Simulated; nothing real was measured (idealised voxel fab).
The process module presented herein is designated voxel ribs on slabs.
cross-section cut | 150 nm wide | cells 5 nm
How to read a cross-section here: the picture is a grid of square cells, written as bands going from the top down, and any band can span one or more rows of cells.
Heights first: top, then bottom, in nm. Then materials, left to right, each with a width in nm. "edge to edge" on a single material: fills the band edge to edge. "air": empty space.
Note: height 0 marks the level under which the wafer is uniformly one material as received. Lowest band unbounded below, written "top 0, no bottom".
A width such as "30->40" changes by the same amount from each row of cells to the next, from the band's top row to its bottom row.
Reading "no change" for a step: not a cell of the cross-section changed in it.
Look at "Non-vented voids" for the closed voids: empty spaces with no open path to the top, sized 8 cells or up. Each is width x height at distance, distance from the left edge, all nm.
Where a step's line continues beyond its settings, the continuation is a remark by the simulator itself on that step.
Each step line may optionally specify "overlay nm", which for a step with a mask gives the rightward distance between the mask's planned place and where it lay, a negative value indicating the leftward direction.
[Below is the list of planned process steps]
| 1 | op RECEIVE | material Si |
| 2 | op DIRECTIONAL_DEP | material SiO2 | thk nm 30 |
| 3 | op DIRECTIONAL_DEP | material polySi | thk nm 20 |
| 4 | op DIRECTIONAL_DEP | material aC | thk nm 15 |
| 5 | op PATTERN | tone cover | mask id RIB | material resist | width nm 30 | thk nm 30 | overlay nm 0 |
| 6 | op DIRECTIONAL_ETCH | etch materials aC | depth nm 15 |
| 7 | op STRIP | etch materials resist |
| 8 | op DIRECTIONAL_ETCH | etch materials polySi | depth nm 15 |
| 9 | op STRIP | etch materials aC |
| 10 | op DIRECTIONAL_DEP | material aC | thk nm 10 |
| 11 | op PATTERN | tone cover | mask id SLAB | material resist | width nm 90 | thk nm 25 | overlay nm 0 |
| 12 | op DIRECTIONAL_ETCH | etch materials aC | depth nm 10 |
| 13 | op STRIP | etch materials resist |
| 14 | op DIRECTIONAL_ETCH | etch materials polySi | depth nm 5 |
| 15 | op STRIP | etch materials aC |
| 16 | op FILL_DEP | material SiO2 | thk nm 25 |
| 17 | op CMP | height nm 65 |
| 18 | op DIRECTIONAL_DEP | material W | thk nm 5 |
| 19 | op PATTERN | tone cover | mask id HEATER | material resist | width nm 40 | thk nm 15 | overlay nm 0 |
| 20 | op DIRECTIONAL_ETCH | etch materials W | depth nm 5 |
| 21 | op STRIP | etch materials resist |
| 22 | op CONFORMAL_DEP | material SiN | thk nm 10 |
[So this is the incoming wafer in cross-section - it's already been through step 1]
top 0, no bottom | Si edge to edge
Non-vented voids: none
[Cross-section, first of two wafers, end of module, run as planned]
top 80, bottom 75 | air 45 nm / SiN 60 nm / air 45 nm
top 75, bottom 70 | SiN edge to edge
top 70, bottom 65 | SiN 55 nm / W 40 nm / SiN 55 nm
top 65, bottom 50 | SiO2 edge to edge
top 50, bottom 35 | SiO2 60 nm / polySi 30 nm / SiO2 60 nm
top 35, bottom 30 | SiO2 30 nm / polySi 90 nm / SiO2 30 nm
top 30, bottom 0 | SiO2 edge to edge
top 0, no bottom | Si edge to edge
Non-vented voids: none
[Second wafer of the two, sectioned at the end of the module. It began like the first and followed the same plan, but one mistake was made while running it]
top 80, bottom 75 | air 50 nm / SiN 60 nm / air 40 nm
top 75, bottom 70 | SiN edge to edge
top 70, bottom 65 | SiN 60 nm / W 40 nm / SiN 50 nm
top 65, bottom 50 | SiO2 edge to edge
top 50, bottom 35 | SiO2 60 nm / polySi 30 nm / SiO2 60 nm
top 35, bottom 30 | SiO2 30 nm / polySi 90 nm / SiO2 30 nm
top 30, bottom 0 | SiO2 edge to edge
top 0, no bottom | Si edge to edge
Non-vented voids: none
Plan not followed: step 19 changed vs plan, executed as op PATTERN | tone cover | mask id HEATER | material resist | width nm 40 | thk nm 15 | overlay nm 5
At the end, each material covers as many cells on the second wafer as it does on the first, though the cells it covers are elsewhere.
